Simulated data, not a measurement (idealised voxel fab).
process module | voxel transistor to metal
cross-section cut | 195 nm wide | cells 5 nm
A cross-section is a grid of square cells, given in bands from the top down. A band is one or more rows of cells.
Each band's line starts with the height of the band's top and of its bottom, in nm. Then come its materials from left to right, each with its width in nm. One material with "throughout" fills the band from edge to edge. "air" is empty space.
Height 0 is the level under which the wafer as received is all one material. The lowest band goes on downwards, as in "0 down".
A width such as "30 to 40" changes by the same amount from each row of cells to the next, from the band's top row to its bottom row.
"no change" after a step means that no cell of the cross-section changed.
closed voids: empty space of 8 cells or more with no open way to the top, each as width x height at its distance from the left edge, in nm
after a step's settings: what the simulator itself notes on the step
overlay nm, on a step with a mask: how far to the right of its planned place the mask lay; to the left if negative
Each pair below shows a cross-section before one step and the cross-section after it, down to the lowest band that changed. The line under each pair gives the step between them, with its settings. The pairs can come from different runs of this module on the same starting wafer, so a pair continues from the pair above only where its "before" says so.
before
  30 to 25: air 65 | HfO2 25 | air 15 | HfO2 25 | air 65
  25 to 20: HfO2 90 | air 15 | HfO2 90
  20 to 15: HfO2 75 | SiN 5 | HfO2 10 | air 15 | HfO2 10 | SiN 5 | HfO2 75
  15 to 5: SiO2 75 | SiN 5 | HfO2 10 | air 15 | HfO2 10 | SiN 5 | SiO2 75
  5 to 0: SiO2 40 | SiN 5 | SiO2 30 | SiN 5 | HfO2 10 | air 15 | HfO2 10 | SiN 5 | SiO2 30 | SiN 5 | SiO2 40
  0 to -5: SiO2 40 | SiN 5 | SiO2 30 | SiN 5 | HfO2 35 | SiN 5 | SiO2 30 | SiN 5 | SiO2 40
  -5 to -10: SiO2 70 | pSi 5 | HfO2 45 | pSi 5 | SiO2 70
  -10 to -15: SiO2 45 | pSi 30 | Si 45 | pSi 30 | SiO2 45
  -15 to -25: SiO2 45 | Si 105 | SiO2 45
  -25 down: Si throughout
  closed voids: none
after
  35 to 30: W throughout
  30 to 25: W 65 | HfO2 25 | W 15 | HfO2 25 | W 65
  25 to 20: HfO2 90 | W 15 | HfO2 90
  20 to 15: HfO2 75 | SiN 5 | HfO2 10 | W 15 | HfO2 10 | SiN 5 | HfO2 75
  15 to 5: SiO2 75 | SiN 5 | HfO2 10 | W 15 | HfO2 10 | SiN 5 | SiO2 75
  5 to 0: SiO2 40 | SiN 5 | SiO2 30 | SiN 5 | HfO2 10 | W 15 | HfO2 10 | SiN 5 | SiO2 30 | SiN 5 | SiO2 40
  below 0: unchanged
  closed voids: none
the step between: op FILL_DEP | material W | thk nm 5
before: the cross-section after the pair above
after
  15 to 5: SiO2 75 | SiN 5 | HfO2 10 | W 15 | HfO2 10 | SiN 5 | SiO2 75
  below 5: unchanged
  closed voids: none
the step between: op CMP | height nm 15
before: the cross-section after the pair above
after
  25 to 15: SiO2 throughout
  below 15: unchanged
  closed voids: none
the step between: op DIRECTIONAL_DEP | material SiO2 | thk nm 10
before: the cross-section after the pair above
after
  45 to 25: resist 50 | air 15 | resist 65 | air 15 | resist 50
  below 25: unchanged
  closed voids: none
the step between: op PATTERN | tone open | mask id CONTACT | material resist | width nm 15 | pitch nm 80 | thk nm 20 | overlay nm 0
before: the cross-section after the pair above
after
  45 to 25: resist 50 | air 15 | resist 65 | air 15 | resist 50
  25 to 15: SiO2 50 | air 15 | SiO2 65 | air 15 | SiO2 50
  15 to 5: SiO2 50 | air 15 | SiO2 10 | SiN 5 | HfO2 10 | W 15 | HfO2 10 | SiN 5 | SiO2 10 | air 15 | SiO2 50
  5 to 0: SiO2 40 | SiN 5 | SiO2 5 | air 15 | SiO2 10 | SiN 5 | HfO2 10 | W 15 | HfO2 10 | SiN 5 | SiO2 10 | air 15 | SiO2 5 | SiN 5 | SiO2 40
  0 to -5: SiO2 40 | SiN 5 | SiO2 5 | air 15 | SiO2 10 | SiN 5 | HfO2 35 | SiN 5 | SiO2 10 | air 15 | SiO2 5 | SiN 5 | SiO2 40
  -5 to -10: SiO2 50 | air 15 | SiO2 5 | pSi 5 | HfO2 45 | pSi 5 | SiO2 5 | air 15 | SiO2 50
  below -10: unchanged
  closed voids: none
the step between: op DIRECTIONAL_ETCH | etch materials SiO2 | depth nm 35
before: the cross-section after the pair above
after
  25 to 15: SiO2 50 | air 15 | SiO2 65 | air 15 | SiO2 50
  below 15: unchanged
  closed voids: none
the step between: op STRIP | etch materials resist
before: the cross-section after the pair above
after
  30 to 25: TiN 55 | air 5 | TiN 75 | air 5 | TiN 55
  25 to 15: SiO2 50 | TiN 5 | air 5 | TiN 5 | SiO2 65 | TiN 5 | air 5 | TiN 5 | SiO2 50
  15 to 5: SiO2 50 | TiN 5 | air 5 | TiN 5 | SiO2 10 | SiN 5 | HfO2 10 | W 15 | HfO2 10 | SiN 5 | SiO2 10 | TiN 5 | air 5 | TiN 5 | SiO2 50
  5 to 0: SiO2 40 | SiN 5 | SiO2 5 | TiN 5 | air 5 | TiN 5 | SiO2 10 | SiN 5 | HfO2 10 | W 15 | HfO2 10 | SiN 5 | SiO2 10 | TiN 5 | air 5 | TiN 5 | SiO2 5 | SiN 5 | SiO2 40
  0 to -5: SiO2 40 | SiN 5 | SiO2 5 | TiN 5 | air 5 | TiN 5 | SiO2 10 | SiN 5 | HfO2 35 | SiN 5 | SiO2 10 | TiN 5 | air 5 | TiN 5 | SiO2 5 | SiN 5 | SiO2 40
  -5 to -10: SiO2 50 | TiN 15 | SiO2 5 | pSi 5 | HfO2 45 | pSi 5 | SiO2 5 | TiN 15 | SiO2 50
  below -10: unchanged
  closed voids: none
the step between: op CONFORMAL_DEP | material TiN | thk nm 5
before: the cross-section after the pair above
after
  40 to 30: Ru throughout
  30 to 25: TiN 55 | Ru 5 | TiN 75 | Ru 5 | TiN 55
  25 to 15: SiO2 50 | TiN 5 | Ru 5 | TiN 5 | SiO2 65 | TiN 5 | Ru 5 | TiN 5 | SiO2 50
  15 to 5: SiO2 50 | TiN 5 | Ru 5 | TiN 5 | SiO2 10 | SiN 5 | HfO2 10 | W 15 | HfO2 10 | SiN 5 | SiO2 10 | TiN 5 | Ru 5 | TiN 5 | SiO2 50
  5 to 0: SiO2 40 | SiN 5 | SiO2 5 | TiN 5 | Ru 5 | TiN 5 | SiO2 10 | SiN 5 | HfO2 10 | W 15 | HfO2 10 | SiN 5 | SiO2 10 | TiN 5 | Ru 5 | TiN 5 | SiO2 5 | SiN 5 | SiO2 40
  0 to -5: SiO2 40 | SiN 5 | SiO2 5 | TiN 5 | Ru 5 | TiN 5 | SiO2 10 | SiN 5 | HfO2 35 | SiN 5 | SiO2 10 | TiN 5 | Ru 5 | TiN 5 | SiO2 5 | SiN 5 | SiO2 40
  below -5: unchanged
  closed voids: none
the step between: op FILL_DEP | material Ru | thk nm 10
before: the cross-section after the pair above
after
  25 to 15: SiO2 50 | TiN 5 | Ru 5 | TiN 5 | SiO2 65 | TiN 5 | Ru 5 | TiN 5 | SiO2 50
  below 15: unchanged
  closed voids: none
the step between: op CMP | height nm 25
before: the cross-section after the pair above
after
  30 to 25: TiN throughout
  below 25: unchanged
  closed voids: none
the step between: op DIRECTIONAL_DEP | material TiN | thk nm 5
before: the cross-section after the pair above
after
  55 to 30: Ru throughout
  below 30: unchanged
  closed voids: none
the step between: op DIRECTIONAL_DEP | material Ru | thk nm 25
before: the cross-section after the pair above
after
  55 to 30: air 50 | Ru 15 | air 65 | Ru 15 | air 50
  below 30: unchanged
  closed voids: none
the step between: op MASKED_ETCH | tone cover | mask id METAL_1 | width nm 15 | pitch nm 80 | etch materials Ru | depth nm 25 | overlay nm 0
before: the cross-section after the pair above
after
  55 to 30: air 50 | Ru 15 | air 65 | Ru 15 | air 50
  30 to 25: air 50 | TiN 15 | air 65 | TiN 15 | air 50
  below 25: unchanged
  closed voids: none
the step between: op MASKED_ETCH | tone cover | mask id METAL_1 | width nm 15 | pitch nm 80 | etch materials TiN | depth nm 5 | overlay nm 0
before: the cross-section after the pair above
after
  60 to 55: SiO2 throughout
  55 to 30: SiO2 50 | Ru 15 | SiO2 65 | Ru 15 | SiO2 50
  30 to 25: SiO2 50 | TiN 15 | SiO2 65 | TiN 15 | SiO2 50
  below 25: unchanged
  closed voids: none
the step between: op FILL_DEP | material SiO2 | thk nm 5
before: the cross-section after the pair above
after
  55 to 30: SiO2 50 | Ru 15 | SiO2 65 | Ru 15 | SiO2 50
  below 30: unchanged
  closed voids: none
the step between: op CMP | height nm 55
before: the cross-section after the pair above
after
  60 to 55: SiN throughout
  below 55: unchanged
  closed voids: none
the step between: op CONFORMAL_DEP | material SiN | thk nm 5
before
  55 to 45: aC 40 | air 115 | aC 40
  45 to 40: aC throughout
  40 to 30: SiCN 40 | aC 115 | SiCN 40
  30 to 20: polySi 40 | SiCN 115 | polySi 40
  20 to 5: polySi throughout
  5 to -5: SiO2 40 | polySi 115 | SiO2 40
  -5 to -10: SiO2 throughout
  -10 to -25: SiO2 45 | Si 105 | SiO2 45
  -25 down: Si throughout
  closed voids: none
after
  85 to 55: resist 80 | air 35 | resist 80
  55 to 45: aC 40 | resist 40 | air 35 | resist 40 | aC 40
  below 45: unchanged
  closed voids: none
the step between: op PATTERN | tone open | mask id GATE | material resist | width nm 35 | thk nm 30 | overlay nm 0
before: the cross-section after the pair above
after
  70 to 55: resist 80 | air 35 | resist 80
  55 to 45: aC 40 | resist 40 | air 35 | resist 40 | aC 40
  45 to 40: aC 80 | air 35 | aC 80
  40 to 30: SiCN 40 | aC 40 | air 35 | aC 40 | SiCN 40
  below 30: unchanged
  closed voids: none
the step between: op DIRECTIONAL_ETCH | etch materials aC | depth nm 15
before: the cross-section after the pair above
after
  55 to 45: aC 40 | air 115 | aC 40
  below 45: unchanged
  closed voids: none
the step between: op STRIP | etch materials resist
before: the cross-section after the pair above
after
  55 to 45: aC 40 | air 115 | aC 40
  45 to 40: aC 80 | air 35 | aC 80
  40 to 30: SiCN 40 | aC 40 | air 35 | aC 40 | SiCN 40
  30 to 20: polySi 40 | SiCN 40 | air 35 | SiCN 40 | polySi 40
  below 20: unchanged
  closed voids: none
the step between: op DIRECTIONAL_ETCH | etch materials SiCN | depth nm 20
before: the cross-section after the pair above
after
  55 to 45: aC 40 | air 115 | aC 40
  45 to 40: aC 80 | air 35 | aC 80
  40 to 30: SiCN 40 | aC 40 | air 35 | aC 40 | SiCN 40
  30 to 20: polySi 40 | SiCN 40 | air 35 | SiCN 40 | polySi 40
  20 to 5: polySi 80 | air 35 | polySi 80
  5 to -5: SiO2 40 | polySi 40 | air 35 | polySi 40 | SiO2 40
  below -5: unchanged
  closed voids: none
the step between: op DIRECTIONAL_ETCH | etch materials polySi | depth nm 35
before: the cross-section after the pair above
after
  40 to 30: SiCN 40 | air 115 | SiCN 40
  below 30: unchanged
  closed voids: none
the step between: op STRIP | etch materials aC
before: the cross-section after the pair above
after
  45 to 40: SiN 45 | air 105 | SiN 45
  40 to 30: SiCN 40 | SiN 5 to 45 | air 105 to 25 | SiN 5 to 45 | SiCN 40
  30 to 20: polySi 40 | SiCN 40 | SiN 5 | air 25 | SiN 5 | SiCN 40 | polySi 40
  20 to 5: polySi 80 | SiN 5 | air 25 | SiN 5 | polySi 80
  5 to 0: SiO2 40 | polySi 40 | SiN 5 | air 25 | SiN 5 | polySi 40 | SiO2 40
  0 to -5: SiO2 40 | polySi 40 | SiN 35 | polySi 40 | SiO2 40
  below -5: unchanged
  closed voids: none
the step between: op CONFORMAL_DEP | material SiN | thk nm 5
before: the cross-section after the pair above
after
  40 to 30: SiCN 40 | SiN 5 | air 105 | SiN 5 | SiCN 40
  30 to 20: polySi 40 | SiCN 40 | SiN 5 | air 25 | SiN 5 | SiCN 40 | polySi 40
  20 to 5: polySi 80 | SiN 5 | air 25 | SiN 5 | polySi 80
  5 to -5: SiO2 40 | polySi 40 | SiN 5 | air 25 | SiN 5 | polySi 40 | SiO2 40
  below -5: unchanged
  closed voids: none
the step between: op DIRECTIONAL_ETCH | etch materials SiN | depth nm 5
before: the cross-section after the pair above
after
  40 to 30: SiCN 40 | SiN 5 | air 105 | SiN 5 | SiCN 40
  30 to 20: polySi 40 | SiCN 40 | SiN 5 | air 25 | SiN 5 | SiCN 40 | polySi 40
  20 to 5: polySi 80 | SiN 5 | air 25 | SiN 5 | polySi 80
  5 to -5: SiO2 40 | polySi 40 | SiN 5 | air 25 | SiN 5 | polySi 40 | SiO2 40
  -5 to -10: SiO2 85 | air 25 | SiO2 85
  below -10: unchanged
  closed voids: none
the step between: op DIRECTIONAL_ETCH | etch materials SiO2 | depth nm 5
before: the cross-section after the pair above
after
  40 to 30: SiCN 40 | SiN 5 | air 105 | SiN 5 | SiCN 40
  30 to 20: polySi 40 | SiCN 40 | SiN 5 | air 25 | SiN 5 | SiCN 40 | polySi 40
  20 to 5: polySi 80 | SiN 5 | air 25 | SiN 5 | polySi 80
  5 to -5: SiO2 40 | polySi 40 | SiN 5 | air 25 | SiN 5 | polySi 40 | SiO2 40
  -5 to -10: SiO2 85 | air 25 | SiO2 85
  -10 to -15: SiO2 45 | Si 40 | air 25 | Si 40 | SiO2 45
  below -15: unchanged
  closed voids: none
the step between: op DIRECTIONAL_ETCH | etch materials Si | depth nm 5
before: the cross-section after the pair above
after
  40 to 30: SiCN 40 | SiN 5 | air 105 | SiN 5 | SiCN 40
  30 to 20: polySi 40 | SiCN 40 | SiN 5 | air 25 | SiN 5 | SiCN 40 | polySi 40
  20 to 5: polySi 80 | SiN 5 | air 25 | SiN 5 | polySi 80
  5 to -5: SiO2 40 | polySi 40 | SiN 5 | air 25 | SiN 5 | polySi 40 | SiO2 40
  -5 to -10: SiO2 85 | pSi 5 | air 15 | pSi 5 | SiO2 85
  -10 to -15: SiO2 45 | Si 40 | pSi 25 | Si 40 | SiO2 45
  below -15: unchanged
  closed voids: none
the step between: op EPI | material pSi | thk nm 5
before: the cross-section after the pair above
after
  45 to 40: SiO2 throughout
  40 to 30: SiCN 40 | SiN 5 | SiO2 105 | SiN 5 | SiCN 40
  30 to 20: polySi 40 | SiCN 40 | SiN 5 | SiO2 25 | SiN 5 | SiCN 40 | polySi 40
  20 to 5: polySi 80 | SiN 5 | SiO2 25 | SiN 5 | polySi 80
  5 to -5: SiO2 40 | polySi 40 | SiN 5 | SiO2 25 | SiN 5 | polySi 40 | SiO2 40
  -5 to -10: SiO2 85 | pSi 5 | SiO2 15 | pSi 5 | SiO2 85
  below -10: unchanged
  closed voids: none
the step between: op FILL_DEP | material SiO2 | thk nm 5
before: the cross-section after the pair above
after
  20 to 5: polySi 80 | SiN 5 | SiO2 25 | SiN 5 | polySi 80
  below 5: unchanged
  closed voids: none
the step between: op CMP | height nm 20
before: the cross-section after the pair above
after
  20 to 5: air 80 | SiN 5 | SiO2 25 | SiN 5 | air 80
  5 to -5: SiO2 40 | air 40 | SiN 5 | SiO2 25 | SiN 5 | air 40 | SiO2 40
  below -5: unchanged
  closed voids: none
the step between: op STRIP | etch materials polySi
before: the cross-section after the pair above
after
  20 to 15: air 80 | SiN 5 | air 25 | SiN 5 | air 80
  15 to 0: air 80 | SiN 5 | SiO2 25 | SiN 5 | air 80
  0 to -5: SiO2 35 | air 45 | SiN 5 | SiO2 25 | SiN 5 | air 45 | SiO2 35
  -5 to -10: SiO2 35 | air 50 | pSi 5 | SiO2 15 | pSi 5 | air 50 | SiO2 35
  below -10: unchanged
  closed voids: none
the step between: op SELECTIVE_ETCH | etch materials SiO2 | depth nm 5
before: the cross-section after the pair above
after
  25 to 20: air 75 | HfO2 15 | air 15 | HfO2 15 | air 75
  20 to 15: air 75 | HfO2 5 | SiN 5 | HfO2 25 | SiN 5 | HfO2 5 | air 75
  15 to 5: air 75 | HfO2 5 | SiN 5 | SiO2 25 | SiN 5 | HfO2 5 | air 75
  5 to 0: HfO2 40 | air 35 | HfO2 5 | SiN 5 | SiO2 25 | SiN 5 | HfO2 5 | air 35 | HfO2 40
  0 to -5: SiO2 35 | HfO2 5 | air 35 | HfO2 5 | SiN 5 | SiO2 25 | SiN 5 | HfO2 5 | air 35 | HfO2 5 | SiO2 35
  -5 to -10: SiO2 35 | HfO2 50 | pSi 5 | SiO2 15 | pSi 5 | HfO2 50 | SiO2 35
  below -10: unchanged
  closed voids: none
the step between: op CONFORMAL_DEP | material HfO2 | thk nm 5
before: the cross-section after the pair above
after
  30 to 25: air 70 | TiN 25 | air 5 | TiN 25 | air 70
  25 to 20: air 70 | TiN 5 | HfO2 15 | TiN 15 | HfO2 15 | TiN 5 | air 70
  20 to 15: air 70 | TiN 5 | HfO2 5 | SiN 5 | HfO2 25 | SiN 5 | HfO2 5 | TiN 5 | air 70
  15 to 10: air 70 | TiN 5 | HfO2 5 | SiN 5 | SiO2 25 | SiN 5 | HfO2 5 | TiN 5 | air 70
  10 to 5: TiN 45 | air 25 | TiN 5 | HfO2 5 | SiN 5 | SiO2 25 | SiN 5 | HfO2 5 | TiN 5 | air 25 | TiN 45
  5 to 0: HfO2 40 | TiN 5 | air 25 | TiN 5 | HfO2 5 | SiN 5 | SiO2 25 | SiN 5 | HfO2 5 | TiN 5 | air 25 | TiN 5 | HfO2 40
  0 to -5: SiO2 35 | HfO2 5 | TiN 35 | HfO2 5 | SiN 5 | SiO2 25 | SiN 5 | HfO2 5 | TiN 35 | HfO2 5 | SiO2 35
  below -5: unchanged
  closed voids: none
the step between: op CONFORMAL_DEP | material TiN | thk nm 5
before: the cross-section after the pair above
after
  35 to 30: W throughout
  30 to 25: W 70 | TiN 25 | W 5 | TiN 25 | W 70
  25 to 20: W 70 | TiN 5 | HfO2 15 | TiN 15 | HfO2 15 | TiN 5 | W 70
  20 to 15: W 70 | TiN 5 | HfO2 5 | SiN 5 | HfO2 25 | SiN 5 | HfO2 5 | TiN 5 | W 70
  15 to 10: W 70 | TiN 5 | HfO2 5 | SiN 5 | SiO2 25 | SiN 5 | HfO2 5 | TiN 5 | W 70
  10 to 5: TiN 45 | W 25 | TiN 5 | HfO2 5 | SiN 5 | SiO2 25 | SiN 5 | HfO2 5 | TiN 5 | W 25 | TiN 45
  5 to 0: HfO2 40 | TiN 5 | W 25 | TiN 5 | HfO2 5 | SiN 5 | SiO2 25 | SiN 5 | HfO2 5 | TiN 5 | W 25 | TiN 5 | HfO2 40
  below 0: unchanged
  closed voids: none
the step between: op FILL_DEP | material W | thk nm 5
before: the cross-section after the pair above
after
  15 to 10: W 70 | TiN 5 | HfO2 5 | SiN 5 | SiO2 25 | SiN 5 | HfO2 5 | TiN 5 | W 70
  below 10: unchanged
  closed voids: none
the step between: op CMP | height nm 15
before: the cross-section after the pair above
after
  25 to 15: SiO2 throughout
  below 15: unchanged
  closed voids: none
the step between: op DIRECTIONAL_DEP | material SiO2 | thk nm 10
before: the cross-section after the pair above
after
  45 to 25: resist 50 | air 15 | resist 65 | air 15 | resist 50
  below 25: unchanged
  closed voids: none
the step between: op PATTERN | tone open | mask id CONTACT | material resist | width nm 15 | pitch nm 80 | thk nm 20 | overlay nm 0
before: the cross-section after the pair above
after
  45 to 25: resist 50 | air 15 | resist 65 | air 15 | resist 50
  25 to 15: SiO2 50 | air 15 | SiO2 65 | air 15 | SiO2 50
  below 15: unchanged
  closed voids: none
the step between: op DIRECTIONAL_ETCH | etch materials SiO2 | depth nm 35
before: the cross-section after the pair above
after
  25 to 15: SiO2 50 | air 15 | SiO2 65 | air 15 | SiO2 50
  below 15: unchanged
  closed voids: none
the step between: op STRIP | etch materials resist
before: the cross-section after the pair above
after
  30 to 25: TiN 55 | air 5 | TiN 75 | air 5 | TiN 55
  25 to 20: SiO2 50 | TiN 5 | air 5 | TiN 5 | SiO2 65 | TiN 5 | air 5 | TiN 5 | SiO2 50
  20 to 15: SiO2 50 | TiN 15 | SiO2 65 | TiN 15 | SiO2 50
  below 15: unchanged
  closed voids: none
the step between: op CONFORMAL_DEP | material TiN | thk nm 5
before: the cross-section after the pair above
after
  40 to 30: Ru throughout
  30 to 25: TiN 55 | Ru 5 | TiN 75 | Ru 5 | TiN 55
  25 to 20: SiO2 50 | TiN 5 | Ru 5 | TiN 5 | SiO2 65 | TiN 5 | Ru 5 | TiN 5 | SiO2 50
  below 20: unchanged
  closed voids: none
the step between: op FILL_DEP | material Ru | thk nm 10
before: the cross-section after the pair above
after
  25 to 20: SiO2 50 | TiN 5 | Ru 5 | TiN 5 | SiO2 65 | TiN 5 | Ru 5 | TiN 5 | SiO2 50
  below 20: unchanged
  closed voids: none
the step between: op CMP | height nm 25
before: the cross-section after the pair above
after
  30 to 25: TiN throughout
  below 25: unchanged
  closed voids: none
the step between: op DIRECTIONAL_DEP | material TiN | thk nm 5
before: the cross-section after the pair above
after
  55 to 30: Ru throughout
  below 30: unchanged
  closed voids: none
the step between: op DIRECTIONAL_DEP | material Ru | thk nm 25
before: the cross-section after the pair above
after
  55 to 30: air 50 | Ru 15 | air 65 | Ru 15 | air 50
  below 30: unchanged
  closed voids: none
the step between: op MASKED_ETCH | tone cover | mask id METAL_1 | width nm 15 | pitch nm 80 | etch materials Ru | depth nm 25 | overlay nm 0
before: the cross-section after the pair above
after
  55 to 30: air 50 | Ru 15 | air 65 | Ru 15 | air 50
  30 to 25: air 50 | TiN 15 | air 65 | TiN 15 | air 50
  below 25: unchanged
  closed voids: none
the step between: op MASKED_ETCH | tone cover | mask id METAL_1 | width nm 15 | pitch nm 80 | etch materials TiN | depth nm 5 | overlay nm 0
before: the cross-section after the pair above
after
  60 to 55: SiO2 throughout
  55 to 30: SiO2 50 | Ru 15 | SiO2 65 | Ru 15 | SiO2 50
  30 to 25: SiO2 50 | TiN 15 | SiO2 65 | TiN 15 | SiO2 50
  below 25: unchanged
  closed voids: none
the step between: op FILL_DEP | material SiO2 | thk nm 5
before: the cross-section after the pair above
after
  55 to 30: SiO2 50 | Ru 15 | SiO2 65 | Ru 15 | SiO2 50
  below 30: unchanged
  closed voids: none
the step between: op CMP | height nm 55
before: the cross-section after the pair above
after
  60 to 55: SiN throughout
  below 55: unchanged
  closed voids: none
the step between: op CONFORMAL_DEP | material SiN | thk nm 5
